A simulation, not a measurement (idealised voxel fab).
Process module under the name voxel capacitor over wiring
Cross-section cut: width 275 nm, square cells of 5 nm.
Think of the cross-section as a grid of square cells. We describe it in bands, top to bottom, and each band covers one or more rows of those cells. The band entry comprises the height of the band's top followed by the height of its bottom, expressed in nm, and subsequently the band's materials from left to right, each stated together with its width in nm. Where a single material is marked with the word "edge to edge", that material fills the band from edge to edge. The word "empty" represents empty space. The reference from which all heights are counted is 0, the level beneath which the as-received wafer is entirely one material; the lowest band, having no lower bound, proceeds downward and is written after the example "from 0 down". It should be noted that a width expressed as "30 to 40" varies in equal increments from row to row of cells within the band, taking the value of the first number at the top row and that of the second number at the bottom row. Reading "no modification" for a step: not a cell of the cross-section changed in it. The entry "Sealed-off cavities" lists the empty spaces that cover at least 8 cells and have no open path to the top. Each is written as width x height at distance, where the distance is measured from the left edge and all three values are in nm. On a step's line, text after the settings is the simulator commenting on that step. overlay nm: how far to the right of its planned place the mask lay on this masked step (negative: to the left). Pairs from here to the end. Each: cross-section before one process step, cross-section after it, the latter only as far down as the lowest band that changed. Under each: the step between, and its settings. Mind that the pairs may be taken from different runs of this module on the same starting wafer; whether a pair continues from the pair above depends on its entry headed "Before processing", and it does only where that entry says so.

Before processing
- from 0 down = Si edge to edge
- Sealed-off cavities: none

Post-Step Appearance
- from 10 to 0 = SiO2 edge to edge
- Nothing below the height 0 has changed.
- Sealed-off cavities: none
Between the cross-sections above, the step performed was CONFORMAL_DEP [material SiO2] [thk nm 10]

Before processing: it's just the after picture from the pair right above this one.

Post-Step Appearance
- from 15 to 10 = SiCN edge to edge
- Nothing below the height 10 has changed.
- Sealed-off cavities: none
Between the cross-sections above, the step performed was CONFORMAL_DEP [material SiCN] [thk nm 5]

Before processing: it's just the after picture from the pair right above this one.

Post-Step Appearance
- from 35 to 15 = lowk edge to edge
- Nothing below the height 15 has changed.
- Sealed-off cavities: none
Between the cross-sections above, the step performed was DIRECTIONAL_DEP [material lowk] [thk nm 20]

Before processing: it's just the after picture from the pair right above this one.

Post-Step Appearance
- from 50 to 35 = aC edge to edge
- Nothing below the height 35 has changed.
- Sealed-off cavities: none
Between the cross-sections above, the step performed was DIRECTIONAL_DEP [material aC] [thk nm 15]

Before processing: it's just the after picture from the pair right above this one.

Post-Step Appearance
- from 80 to 50 = resist=90, empty=20, resist=55, empty=20, resist=90
- Nothing below the height 50 has changed.
- Sealed-off cavities: none
Between the cross-sections above, the step performed was PATTERN [tone open] [mask id METAL_1] [material resist] [width nm 20] [pitch nm 75] [thk nm 30] [overlay nm 0]

Before processing: it's just the after picture from the pair right above this one.

Post-Step Appearance
- from 65 to 50 = resist=90, empty=20, resist=55, empty=20, resist=90
- from 50 to 35 = aC=90, empty=20, aC=55, empty=20, aC=90
- Nothing below the height 35 has changed.
- Sealed-off cavities: none
Between the cross-sections above, the step performed was DIRECTIONAL_ETCH [etch materials aC] [depth nm 15]

Before processing: it's just the after picture from the pair right above this one.

Post-Step Appearance
- from 50 to 35 = aC=90, empty=20, aC=55, empty=20, aC=90
- Nothing below the height 35 has changed.
- Sealed-off cavities: none
Between the cross-sections above, the step performed was STRIP [etch materials resist]

Before processing: it's just the after picture from the pair right above this one.

Post-Step Appearance
- from 50 to 35 = aC=90, empty=20, aC=55, empty=20, aC=90
- from 35 to 15 = lowk=90, empty=20, lowk=55, empty=20, lowk=90
- Nothing below the height 15 has changed.
- Sealed-off cavities: none
Between the cross-sections above, the step performed was DIRECTIONAL_ETCH [etch materials lowk] [depth nm 20]

Before processing: it's just the after picture from the pair right above this one.

Post-Step Appearance
- from 50 to 35 = aC=90, empty=20, aC=55, empty=20, aC=90
- from 35 to 15 = lowk=90, empty=20, lowk=55, empty=20, lowk=90
- from 15 to 10 = SiCN=90, empty=20, SiCN=55, empty=20, SiCN=90
- Nothing below the height 10 has changed.
- Sealed-off cavities: none
Between the cross-sections above, the step performed was DIRECTIONAL_ETCH [etch materials SiCN] [depth nm 5]

Before processing: it's just the after picture from the pair right above this one.

Post-Step Appearance
- from 35 to 15 = lowk=90, empty=20, lowk=55, empty=20, lowk=90
- Nothing below the height 15 has changed.
- Sealed-off cavities: none
Between the cross-sections above, the step performed was STRIP [etch materials aC]

Before processing: it's just the after picture from the pair right above this one.

Post-Step Appearance
- from 40 to 35 = TiN=95, empty=10, TiN=65, empty=10, TiN=95
- from 35 to 15 = lowk=90, TiN=5, empty=10, TiN=5, lowk=55, TiN=5, empty=10, TiN=5, lowk=90
- from 15 to 10 = SiCN=90, TiN=20, SiCN=55, TiN=20, SiCN=90
- Nothing below the height 10 has changed.
- Sealed-off cavities: none
Between the cross-sections above, the step performed was CONFORMAL_DEP [material TiN] [thk nm 5]

Before processing: it's just the after picture from the pair right above this one.

Post-Step Appearance
- from 50 to 40 = Cu edge to edge
- from 40 to 35 = TiN=95, Cu=10, TiN=65, Cu=10, TiN=95
- from 35 to 15 = lowk=90, TiN=5, Cu=10, TiN=5, lowk=55, TiN=5, Cu=10, TiN=5, lowk=90
- Nothing below the height 15 has changed.
- Sealed-off cavities: none
Between the cross-sections above, the step performed was FILL_DEP [material Cu] [thk nm 10]

Before processing: it's just the after picture from the pair right above this one.

Post-Step Appearance
- from 35 to 15 = lowk=90, TiN=5, Cu=10, TiN=5, lowk=55, TiN=5, Cu=10, TiN=5, lowk=90
- Nothing below the height 15 has changed.
- Sealed-off cavities: none
Between the cross-sections above, the step performed was CMP [height nm 35]

Before processing: it's just the after picture from the pair right above this one.

Post-Step Appearance
- from 40 to 35 = SiCN edge to edge
- Nothing below the height 35 has changed.
- Sealed-off cavities: none
Between the cross-sections above, the step performed was CONFORMAL_DEP [material SiCN] [thk nm 5]

Before processing: it's just the after picture from the pair right above this one.

Post-Step Appearance
- from 50 to 40 = SiO2 edge to edge
- Nothing below the height 40 has changed.
- Sealed-off cavities: none
Between the cross-sections above, the step performed was DIRECTIONAL_DEP [material SiO2] [thk nm 10]

Before processing: it's just the after picture from the pair right above this one.

Post-Step Appearance
- from 60 to 50 = aC edge to edge
- Nothing below the height 50 has changed.
- Sealed-off cavities: none
Between the cross-sections above, the step performed was DIRECTIONAL_DEP [material aC] [thk nm 10]

Before processing: it's just the after picture from the pair right above this one.

Post-Step Appearance
- from 85 to 60 = resist=95, empty=15, resist=165
- Nothing below the height 60 has changed.
- Sealed-off cavities: none
Between the cross-sections above, the step performed was PATTERN [tone open] [mask id PLUG_1] [material resist] [width nm 15] [thk nm 25] [overlay nm 0]

Before processing: it's just the after picture from the pair right above this one.

Post-Step Appearance
- from 75 to 60 = resist=95, empty=15, resist=165
- from 60 to 50 = aC=95, empty=15, aC=165
- Nothing below the height 50 has changed.
- Sealed-off cavities: none
Between the cross-sections above, the step performed was DIRECTIONAL_ETCH [etch materials aC] [depth nm 10]

Before processing: it's just the after picture from the pair right above this one.

Post-Step Appearance
- from 60 to 50 = aC=95, empty=15, aC=165
- Nothing below the height 50 has changed.
- Sealed-off cavities: none
Between the cross-sections above, the step performed was STRIP [etch materials resist]

Before processing: it's just the after picture from the pair right above this one.

Post-Step Appearance
- from 60 to 50 = aC=95, empty=15, aC=165
- from 50 to 40 = SiO2=95, empty=15, SiO2=165
- Nothing below the height 40 has changed.
- Sealed-off cavities: none
Between the cross-sections above, the step performed was DIRECTIONAL_ETCH [etch materials SiO2] [depth nm 10]

Before processing: it's just the after picture from the pair right above this one.

Post-Step Appearance
- from 60 to 50 = aC=95, empty=15, aC=165
- from 50 to 40 = SiO2=95, empty=15, SiO2=165
- from 40 to 35 = SiCN=95, empty=15, SiCN=165
- Nothing below the height 35 has changed.
- Sealed-off cavities: none
Between the cross-sections above, the step performed was DIRECTIONAL_ETCH [etch materials SiCN] [depth nm 5]

Before processing: it's just the after picture from the pair right above this one.

Post-Step Appearance
- from 50 to 40 = SiO2=95, empty=15, SiO2=165
- Nothing below the height 40 has changed.
- Sealed-off cavities: none
Between the cross-sections above, the step performed was STRIP [etch materials aC]

Before processing: it's just the after picture from the pair right above this one.

Post-Step Appearance
- from 50 to 45 = SiO2=95, empty=15, SiO2=165
- from 45 to 40 = SiO2=95, Ru=15, SiO2=165
- from 40 to 35 = SiCN=95, Ru=15, SiCN=165
- Nothing below the height 35 has changed.
- Sealed-off cavities: none
Between the cross-sections above, the step performed was EPI [material Ru] [thk nm 10]

Before processing: it's just the after picture from the pair right above this one.

Post-Step Appearance
- from 50 to 40 = SiO2=95, Ru=15, SiO2=165
- Nothing below the height 40 has changed.
- Sealed-off cavities: none
Between the cross-sections above, the step performed was EPI [material Ru] [thk nm 5]

Before processing: it's just the after picture from the pair right above this one.

Post-Step Appearance
- from 60 to 50 = TiN edge to edge
- Nothing below the height 50 has changed.
- Sealed-off cavities: none
Between the cross-sections above, the step performed was DIRECTIONAL_DEP [material TiN] [thk nm 10]

Before processing: it's just the after picture from the pair right above this one.

Post-Step Appearance
- from 65 to 60 = SiN edge to edge
- Nothing below the height 60 has changed.
- Sealed-off cavities: none
Between the cross-sections above, the step performed was DIRECTIONAL_DEP [material SiN] [thk nm 5]

Before processing: it's just the after picture from the pair right above this one.

Post-Step Appearance
- from 70 to 65 = TiN edge to edge
- Nothing below the height 65 has changed.
- Sealed-off cavities: none
Between the cross-sections above, the step performed was DIRECTIONAL_DEP [material TiN] [thk nm 5]

Before processing: it's just the after picture from the pair right above this one.

Post-Step Appearance
- from 90 to 70 = empty=95, resist=60, empty=120
- Nothing below the height 70 has changed.
- Sealed-off cavities: none
Between the cross-sections above, the step performed was PATTERN [tone cover] [mask id UPPER_PLATE] [material resist] [width nm 60] [thk nm 20] [overlay nm 0]

Before processing: it's just the after picture from the pair right above this one.

Post-Step Appearance
- from 90 to 70 = empty=95, resist=60, empty=120
- from 70 to 65 = empty=95, TiN=60, empty=120
- Nothing below the height 65 has changed.
- Sealed-off cavities: none
Between the cross-sections above, the step performed was DIRECTIONAL_ETCH [etch materials TiN] [depth nm 5]

Before processing: it's just the after picture from the pair right above this one.

Post-Step Appearance
- from 90 to 70 = empty=95, resist=60, empty=120
- from 70 to 65 = empty=95, TiN=60, empty=120
- from 65 to 60 = empty=95, SiN=60, empty=120
- Nothing below the height 60 has changed.
- Sealed-off cavities: none
Between the cross-sections above, the step performed was DIRECTIONAL_ETCH [etch materials SiN] [depth nm 5]

Before processing: it's just the after picture from the pair right above this one.

Post-Step Appearance
- from 70 to 65 = empty=95, TiN=60, empty=120
- Nothing below the height 65 has changed.
- Sealed-off cavities: none
Between the cross-sections above, the step performed was STRIP [etch materials resist]

Before processing: it's just the after picture from the pair right above this one.

Post-Step Appearance
- from 70 to 65 = empty=95, TiN=60, empty=120
- from 65 to 60 = empty=95, SiN=60, empty=120
- from 60 to 50 = empty=90, TiN=70, empty=115
- Nothing below the height 50 has changed.
- Sealed-off cavities: none
Between the cross-sections above, the step performed was MASKED_ETCH [tone cover] [mask id LOWER_PLATE] [width nm 70] [etch materials TiN] [depth nm 10] [overlay nm 0]

Before processing: it's just the after picture from the pair right above this one.

Post-Step Appearance
- from 85 to 70 = SiO2 edge to edge
- from 70 to 65 = SiO2=95, TiN=60, SiO2=120
- from 65 to 60 = SiO2=95, SiN=60, SiO2=120
- from 60 to 50 = SiO2=90, TiN=70, SiO2=115
- Nothing below the height 50 has changed.
- Sealed-off cavities: none
Between the cross-sections above, the step performed was FILL_DEP [material SiO2] [thk nm 15]

Before processing: it's just the after picture from the pair right above this one.

Post-Step Appearance
- from 80 to 70 = SiO2 edge to edge
- Nothing below the height 70 has changed.
- Sealed-off cavities: none
Between the cross-sections above, the step performed was CMP [height nm 80]

Before processing: it's just the after picture from the pair right above this one.

Post-Step Appearance
- from 80 to 70 = SiO2=105, empty=15, SiO2=155
- Nothing below the height 70 has changed.
- Sealed-off cavities: none
Between the cross-sections above, the step performed was MASKED_ETCH [tone open] [mask id PLUG_2] [width nm 15] [etch materials SiO2] [depth nm 10] [overlay nm 0]

Before processing: it's just the after picture from the pair right above this one.

Post-Step Appearance
- from 85 to 80 = TiN=110, empty=5, TiN=160
- from 80 to 75 = SiO2=105, TiN=5, empty=5, TiN=5, SiO2=155
- from 75 to 65 = SiO2=105 to 95, TiN=15 to 60, SiO2=155 to 120
- Nothing below the height 65 has changed.
- Sealed-off cavities: none
Between the cross-sections above, the step performed was CONFORMAL_DEP [material TiN] [thk nm 5]

Before processing: it's just the after picture from the pair right above this one.

Post-Step Appearance
- from 95 to 85 = W edge to edge
- from 85 to 80 = TiN=110, W=5, TiN=160
- from 80 to 75 = SiO2=105, TiN=5, W=5, TiN=5, SiO2=155
- Nothing below the height 75 has changed.
- Sealed-off cavities: none
Between the cross-sections above, the step performed was FILL_DEP [material W] [thk nm 10]

Before processing: it's just the after picture from the pair right above this one.

Post-Step Appearance
- from 80 to 75 = SiO2=105, TiN=5, W=5, TiN=5, SiO2=155
- Nothing below the height 75 has changed.
- Sealed-off cavities: none
Between the cross-sections above, the step performed was CMP [height nm 80]

Before processing: it's just the after picture from the pair right above this one.

Post-Step Appearance
- from 85 to 80 = SiCN edge to edge
- Nothing below the height 80 has changed.
- Sealed-off cavities: none
Between the cross-sections above, the step performed was CONFORMAL_DEP [material SiCN] [thk nm 5]

Before processing
- from 50 to 40 = Cu edge to edge
- from 40 to 35 = TiN=95, Cu=10, TiN=65, Cu=10, TiN=95
- from 35 to 15 = lowk=90, TiN=5, Cu=10, TiN=5, lowk=55, TiN=5, Cu=10, TiN=5, lowk=90
- from 15 to 10 = SiCN=90, TiN=20, SiCN=55, TiN=20, SiCN=90
- from 10 to 0 = SiO2 edge to edge
- from 0 down = Si edge to edge
- Sealed-off cavities: none

Post-Step Appearance
- from 55 to 50 = SiCN edge to edge
- Nothing below the height 50 has changed.
- Sealed-off cavities: none
Between the cross-sections above, the step performed was CONFORMAL_DEP [material SiCN] [thk nm 5]

Before processing: it's just the after picture from the pair right above this one.

Post-Step Appearance
- from 65 to 55 = SiO2 edge to edge
- Nothing below the height 55 has changed.
- Sealed-off cavities: none
Between the cross-sections above, the step performed was DIRECTIONAL_DEP [material SiO2] [thk nm 10]

Before processing: it's just the after picture from the pair right above this one.

Post-Step Appearance
- from 75 to 65 = aC edge to edge
- Nothing below the height 65 has changed.
- Sealed-off cavities: none
Between the cross-sections above, the step performed was DIRECTIONAL_DEP [material aC] [thk nm 10]

Before processing: it's just the after picture from the pair right above this one.

Post-Step Appearance
- from 100 to 75 = resist=95, empty=15, resist=165
- Nothing below the height 75 has changed.
- Sealed-off cavities: none
Between the cross-sections above, the step performed was PATTERN [tone open] [mask id PLUG_1] [material resist] [width nm 15] [thk nm 25] [overlay nm 0]

Before processing: it's just the after picture from the pair right above this one.

Post-Step Appearance
- from 90 to 75 = resist=95, empty=15, resist=165
- from 75 to 65 = aC=95, empty=15, aC=165
- Nothing below the height 65 has changed.
- Sealed-off cavities: none
Between the cross-sections above, the step performed was DIRECTIONAL_ETCH [etch materials aC] [depth nm 10]

Before processing: it's just the after picture from the pair right above this one.

Post-Step Appearance
- from 75 to 65 = aC=95, empty=15, aC=165
- Nothing below the height 65 has changed.
- Sealed-off cavities: none
Between the cross-sections above, the step performed was STRIP [etch materials resist]

Before processing: it's just the after picture from the pair right above this one.

Post-Step Appearance
- from 75 to 65 = aC=95, empty=15, aC=165
- from 65 to 55 = SiO2=95, empty=15, SiO2=165
- Nothing below the height 55 has changed.
- Sealed-off cavities: none
Between the cross-sections above, the step performed was DIRECTIONAL_ETCH [etch materials SiO2] [depth nm 10]

Before processing: it's just the after picture from the pair right above this one.

Post-Step Appearance
- from 75 to 65 = aC=95, empty=15, aC=165
- from 65 to 55 = SiO2=95, empty=15, SiO2=165
- from 55 to 50 = SiCN=95, empty=15, SiCN=165
- Nothing below the height 50 has changed.
- Sealed-off cavities: none
Between the cross-sections above, the step performed was DIRECTIONAL_ETCH [etch materials SiCN] [depth nm 5]

Before processing: it's just the after picture from the pair right above this one.

Post-Step Appearance
- from 65 to 55 = SiO2=95, empty=15, SiO2=165
- Nothing below the height 55 has changed.
- Sealed-off cavities: none
Between the cross-sections above, the step performed was STRIP [etch materials aC]

Before processing: it's just the after picture from the pair right above this one.

Post-Step Appearance
- from 65 to 60 = SiO2=95, empty=15, SiO2=165
- from 60 to 55 = SiO2=95, Ru=15, SiO2=165
- from 55 to 50 = SiCN=95, Ru=15, SiCN=165
- Nothing below the height 50 has changed.
- Sealed-off cavities: none
Between the cross-sections above, the step performed was EPI [material Ru] [thk nm 10]

Before processing: it's just the after picture from the pair right above this one.

Post-Step Appearance
- from 65 to 55 = SiO2=95, Ru=15, SiO2=165
- Nothing below the height 55 has changed.
- Sealed-off cavities: none
Between the cross-sections above, the step performed was EPI [material Ru] [thk nm 5]

Before processing: it's just the after picture from the pair right above this one.

Post-Step Appearance
- from 75 to 65 = TiN edge to edge
- Nothing below the height 65 has changed.
- Sealed-off cavities: none
Between the cross-sections above, the step performed was DIRECTIONAL_DEP [material TiN] [thk nm 10]

Before processing: it's just the after picture from the pair right above this one.

Post-Step Appearance
- from 80 to 75 = SiN edge to edge
- Nothing below the height 75 has changed.
- Sealed-off cavities: none
Between the cross-sections above, the step performed was DIRECTIONAL_DEP [material SiN] [thk nm 5]

Before processing: it's just the after picture from the pair right above this one.

Post-Step Appearance
- from 85 to 80 = TiN edge to edge
- Nothing below the height 80 has changed.
- Sealed-off cavities: none
Between the cross-sections above, the step performed was DIRECTIONAL_DEP [material TiN] [thk nm 5]

Before processing: it's just the after picture from the pair right above this one.

Post-Step Appearance
- from 105 to 85 = empty=95, resist=60, empty=120
- Nothing below the height 85 has changed.
- Sealed-off cavities: none
Between the cross-sections above, the step performed was PATTERN [tone cover] [mask id UPPER_PLATE] [material resist] [width nm 60] [thk nm 20] [overlay nm 0]

Before processing: it's just the after picture from the pair right above this one.

Post-Step Appearance
- from 105 to 85 = empty=95, resist=60, empty=120
- from 85 to 80 = empty=95, TiN=60, empty=120
- Nothing below the height 80 has changed.
- Sealed-off cavities: none
Between the cross-sections above, the step performed was DIRECTIONAL_ETCH [etch materials TiN] [depth nm 5]

Before processing: it's just the after picture from the pair right above this one.

Post-Step Appearance
- from 105 to 85 = empty=95, resist=60, empty=120
- from 85 to 80 = empty=95, TiN=60, empty=120
- from 80 to 75 = empty=95, SiN=60, empty=120
- Nothing below the height 75 has changed.
- Sealed-off cavities: none
Between the cross-sections above, the step performed was DIRECTIONAL_ETCH [etch materials SiN] [depth nm 5]

Before processing: it's just the after picture from the pair right above this one.

Post-Step Appearance
- from 85 to 80 = empty=95, TiN=60, empty=120
- Nothing below the height 80 has changed.
- Sealed-off cavities: none
Between the cross-sections above, the step performed was STRIP [etch materials resist]

Before processing: it's just the after picture from the pair right above this one.

Post-Step Appearance
- from 85 to 80 = empty=95, TiN=60, empty=120
- from 80 to 75 = empty=95, SiN=60, empty=120
- from 75 to 65 = empty=90, TiN=70, empty=115
- Nothing below the height 65 has changed.
- Sealed-off cavities: none
Between the cross-sections above, the step performed was MASKED_ETCH [tone cover] [mask id LOWER_PLATE] [width nm 70] [etch materials TiN] [depth nm 10] [overlay nm 0]

Before processing: it's just the after picture from the pair right above this one.

Post-Step Appearance
- from 100 to 85 = SiO2 edge to edge
- from 85 to 80 = SiO2=95, TiN=60, SiO2=120
- from 80 to 75 = SiO2=95, SiN=60, SiO2=120
- from 75 to 65 = SiO2=90, TiN=70, SiO2=115
- Nothing below the height 65 has changed.
- Sealed-off cavities: none
Between the cross-sections above, the step performed was FILL_DEP [material SiO2] [thk nm 15]

Before processing: it's just the after picture from the pair right above this one.

Post-Step Appearance
- from 80 to 75 = SiO2=95, SiN=60, SiO2=120
- Nothing below the height 75 has changed.
- Sealed-off cavities: none
Between the cross-sections above, the step performed was CMP [height nm 80]

Before processing: it's just the after picture from the pair right above this one.

Post-Step Appearance
- from 85 to 80 = TiN edge to edge
- Nothing below the height 80 has changed.
- Sealed-off cavities: none
Between the cross-sections above, the step performed was CONFORMAL_DEP [material TiN] [thk nm 5]

Before processing: it's just the after picture from the pair right above this one.

Post-Step Appearance
- from 95 to 85 = W edge to edge
- Nothing below the height 85 has changed.
- Sealed-off cavities: none
Between the cross-sections above, the step performed was FILL_DEP [material W] [thk nm 10]

Before processing: it's just the after picture from the pair right above this one.

Post-Step Appearance
- from 80 to 75 = SiO2=95, SiN=60, SiO2=120
- Nothing below the height 75 has changed.
- Sealed-off cavities: none
Between the cross-sections above, the step performed was CMP [height nm 80]

Before processing: it's just the after picture from the pair right above this one.

Post-Step Appearance
- from 85 to 80 = SiCN edge to edge
- Nothing below the height 80 has changed.
- Sealed-off cavities: none
Between the cross-sections above, the step performed was CONFORMAL_DEP [material SiCN] [thk nm 5]

Before processing
- from 50 to 45 = SiO2=95, empty=15, SiO2=165
- from 45 to 40 = SiO2=95, Ru=15, SiO2=165
- from 40 to 35 = SiCN=95, Ru=15, SiCN=165
- from 35 to 15 = lowk=90, TiN=5, Cu=10, TiN=5, lowk=55, TiN=5, Cu=10, TiN=5, lowk=90
- from 15 to 10 = SiCN=90, TiN=20, SiCN=55, TiN=20, SiCN=90
- from 10 to 0 = SiO2 edge to edge
- from 0 down = Si edge to edge
- Sealed-off cavities: none

Post-Step Appearance
- from 55 to 50 = empty=90, Ru=25, empty=160
- from 50 to 40 = SiO2=95, Ru=15, SiO2=165
- Nothing below the height 40 has changed.
- Sealed-off cavities: none
Between the cross-sections above, the step performed was EPI [material Ru] [thk nm 10]

Before processing: it's just the after picture from the pair right above this one.

Post-Step Appearance
- from 60 to 50 = empty=85, Ru=35, empty=155
- Nothing below the height 50 has changed.
- Sealed-off cavities: none
Between the cross-sections above, the step performed was EPI [material Ru] [thk nm 5]

Before processing: it's just the after picture from the pair right above this one.

Post-Step Appearance
- from 70 to 60 = empty=85, TiN=35, empty=155
- from 60 to 50 = TiN=85, Ru=35, TiN=155
- Nothing below the height 50 has changed.
- Sealed-off cavities: none
Between the cross-sections above, the step performed was DIRECTIONAL_DEP [material TiN] [thk nm 10]

Before processing: it's just the after picture from the pair right above this one.

Post-Step Appearance
- from 75 to 70 = empty=85, SiN=35, empty=155
- from 70 to 65 = empty=85, TiN=35, empty=155
- from 65 to 60 = SiN=85, TiN=35, SiN=155
- Nothing below the height 60 has changed.
- Sealed-off cavities: none
Between the cross-sections above, the step performed was DIRECTIONAL_DEP [material SiN] [thk nm 5]

Before processing: it's just the after picture from the pair right above this one.

Post-Step Appearance
- from 80 to 75 = empty=85, TiN=35, empty=155
- from 75 to 70 = empty=85, SiN=35, empty=155
- from 70 to 65 = TiN edge to edge
- Nothing below the height 65 has changed.
- Sealed-off cavities: none
Between the cross-sections above, the step performed was DIRECTIONAL_DEP [material TiN] [thk nm 5]

Before processing: it's just the after picture from the pair right above this one.

Post-Step Appearance
- from 100 to 80 = empty=95, resist=60, empty=120
- from 80 to 75 = empty=85, TiN=35, resist=35, empty=120
- from 75 to 70 = empty=85, SiN=35, resist=35, empty=120
- Nothing below the height 70 has changed.
- Sealed-off cavities: none
Between the cross-sections above, the step performed was PATTERN [tone cover] [mask id UPPER_PLATE] [material resist] [width nm 60] [thk nm 20] [overlay nm 0]

Before processing: it's just the after picture from the pair right above this one.

Post-Step Appearance
- from 100 to 80 = empty=95, resist=60, empty=120
- from 80 to 75 = empty=95, TiN=25, resist=35, empty=120
- from 75 to 70 = empty=85, SiN=35, resist=35, empty=120
- from 70 to 65 = empty=85, TiN=70, empty=120
- Nothing below the height 65 has changed.
- Sealed-off cavities: none
Between the cross-sections above, the step performed was DIRECTIONAL_ETCH [etch materials TiN] [depth nm 5]

Before processing: it's just the after picture from the pair right above this one.

Post-Step Appearance
- from 100 to 80 = empty=95, resist=60, empty=120
- from 80 to 75 = empty=95, TiN=25, resist=35, empty=120
- from 75 to 70 = empty=95, SiN=25, resist=35, empty=120
- from 70 to 65 = empty=85, TiN=70, empty=120
- from 65 to 60 = empty=85, TiN=35, SiN=35, empty=120
- Nothing below the height 60 has changed.
- Sealed-off cavities: none
Between the cross-sections above, the step performed was DIRECTIONAL_ETCH [etch materials SiN] [depth nm 5]

Before processing: it's just the after picture from the pair right above this one.

Post-Step Appearance
- from 80 to 75 = empty=95, TiN=25, empty=155
- from 75 to 70 = empty=95, SiN=25, empty=155
- Nothing below the height 70 has changed.
- Sealed-off cavities: none
Between the cross-sections above, the step performed was STRIP [etch materials resist]

Before processing: it's just the after picture from the pair right above this one.

Post-Step Appearance
- from 80 to 75 = empty=95, TiN=25, empty=155
- from 75 to 70 = empty=95, SiN=25, empty=155
- from 70 to 65 = empty=90, TiN=65, empty=120
- from 65 to 60 = empty=90, TiN=30, SiN=35, empty=120
- from 60 to 50 = empty=85, Ru=35, TiN=40, empty=115
- Nothing below the height 50 has changed.
- Sealed-off cavities: none
Between the cross-sections above, the step performed was MASKED_ETCH [tone cover] [mask id LOWER_PLATE] [width nm 70] [etch materials TiN] [depth nm 10] [overlay nm 0]

Before processing: it's just the after picture from the pair right above this one.

Post-Step Appearance
- from 95 to 80 = SiO2 edge to edge
- from 80 to 75 = SiO2=95, TiN=25, SiO2=155
- from 75 to 70 = SiO2=95, SiN=25, SiO2=155
- from 70 to 65 = SiO2=90, TiN=65, SiO2=120
- from 65 to 60 = SiO2=90, TiN=30, SiN=35, SiO2=120
- from 60 to 50 = SiO2=85, Ru=35, TiN=40, SiO2=115
- Nothing below the height 50 has changed.
- Sealed-off cavities: none
Between the cross-sections above, the step performed was FILL_DEP [material SiO2] [thk nm 15]

Before processing: it's just the after picture from the pair right above this one.

Post-Step Appearance
- from 80 to 75 = SiO2=95, TiN=25, SiO2=155
- Nothing below the height 75 has changed.
- Sealed-off cavities: none
Between the cross-sections above, the step performed was CMP [height nm 80]

Before processing: it's just the after picture from the pair right above this one.

Post-Step Appearance
- from 85 to 80 = TiN edge to edge
- Nothing below the height 80 has changed.
- Sealed-off cavities: none
Between the cross-sections above, the step performed was CONFORMAL_DEP [material TiN] [thk nm 5]

Before processing: it's just the after picture from the pair right above this one.

Post-Step Appearance
- from 95 to 85 = W edge to edge
- Nothing below the height 85 has changed.
- Sealed-off cavities: none
Between the cross-sections above, the step performed was FILL_DEP [material W] [thk nm 10]

Before processing: it's just the after picture from the pair right above this one.

Post-Step Appearance
- from 80 to 75 = SiO2=95, TiN=25, SiO2=155
- Nothing below the height 75 has changed.
- Sealed-off cavities: none
Between the cross-sections above, the step performed was CMP [height nm 80]

Before processing: it's just the after picture from the pair right above this one.

Post-Step Appearance
- from 85 to 80 = SiCN edge to edge
- Nothing below the height 80 has changed.
- Sealed-off cavities: none
Between the cross-sections above, the step performed was CONFORMAL_DEP [material SiCN] [thk nm 5]

Before processing
- from 60 to 50 = TiN edge to edge
- from 50 to 40 = SiO2=95, Ru=15, SiO2=165
- from 40 to 35 = SiCN=95, Ru=15, SiCN=165
- from 35 to 15 = lowk=90, TiN=5, Cu=10, TiN=5, lowk=55, TiN=5, Cu=10, TiN=5, lowk=90
- from 15 to 10 = SiCN=90, TiN=20, SiCN=55, TiN=20, SiCN=90
- from 10 to 0 = SiO2 edge to edge
- from 0 down = Si edge to edge
- Sealed-off cavities: none

Post-Step Appearance
- from 65 to 50 = TiN edge to edge
- Nothing below the height 50 has changed.
- Sealed-off cavities: none
Between the cross-sections above, the step performed was DIRECTIONAL_DEP [material TiN] [thk nm 5]

Before processing: it's just the after picture from the pair right above this one.

Post-Step Appearance
- from 70 to 65 = SiN edge to edge
- Nothing below the height 65 has changed.
- Sealed-off cavities: none
Between the cross-sections above, the step performed was DIRECTIONAL_DEP [material SiN] [thk nm 5]

Before processing: it's just the after picture from the pair right above this one.

Post-Step Appearance
- from 90 to 70 = empty=95, resist=60, empty=120
- Nothing below the height 70 has changed.
- Sealed-off cavities: none
Between the cross-sections above, the step performed was PATTERN [tone cover] [mask id UPPER_PLATE] [material resist] [width nm 60] [thk nm 20] [overlay nm 0]

Before processing: it's just the after picture from the pair right above this one.

Post-Step Appearance
- from 90 to 70 = empty=95, resist=60, empty=120
- from 70 to 65 = empty=95, SiN=60, empty=120
- Nothing below the height 65 has changed.
- Sealed-off cavities: none
Between the cross-sections above, the step performed was DIRECTIONAL_ETCH [etch materials SiN] [depth nm 5]

Before processing: it's just the after picture from the pair right above this one.

Post-Step Appearance
- from 70 to 65 = empty=95, SiN=60, empty=120
- Nothing below the height 65 has changed.
- Sealed-off cavities: none
Between the cross-sections above, the step performed was STRIP [etch materials resist]

Before processing: it's just the after picture from the pair right above this one.

Post-Step Appearance
- from 70 to 65 = empty=95, SiN=60, empty=120
- from 65 to 55 = empty=90, TiN=70, empty=115
- Nothing below the height 55 has changed.
- Sealed-off cavities: none
Between the cross-sections above, the step performed was MASKED_ETCH [tone cover] [mask id LOWER_PLATE] [width nm 70] [etch materials TiN] [depth nm 10] [overlay nm 0]

Before processing: it's just the after picture from the pair right above this one.

Post-Step Appearance
- from 85 to 70 = SiO2 edge to edge
- from 70 to 65 = SiO2=95, SiN=60, SiO2=120
- from 65 to 55 = SiO2=90, TiN=70, SiO2=115
- Nothing below the height 55 has changed.
- Sealed-off cavities: none
Between the cross-sections above, the step performed was FILL_DEP [material SiO2] [thk nm 15]

Before processing: it's just the after picture from the pair right above this one.

Post-Step Appearance
- from 80 to 70 = SiO2 edge to edge
- Nothing below the height 70 has changed.
- Sealed-off cavities: none
Between the cross-sections above, the step performed was CMP [height nm 80]

Before processing: it's just the after picture from the pair right above this one.

Post-Step Appearance
- from 80 to 70 = SiO2=105, empty=15, SiO2=155
- Nothing below the height 70 has changed.
- Sealed-off cavities: none
Between the cross-sections above, the step performed was MASKED_ETCH [tone open] [mask id PLUG_2] [width nm 15] [etch materials SiO2] [depth nm 10] [overlay nm 0]

Before processing: it's just the after picture from the pair right above this one.

Post-Step Appearance
- from 85 to 80 = TiN=110, empty=5, TiN=160
- from 80 to 75 = SiO2=105, TiN=5, empty=5, TiN=5, SiO2=155
- from 75 to 70 = SiO2=105, TiN=15, SiO2=155
- Nothing below the height 70 has changed.
- Sealed-off cavities: none
Between the cross-sections above, the step performed was CONFORMAL_DEP [material TiN] [thk nm 5]
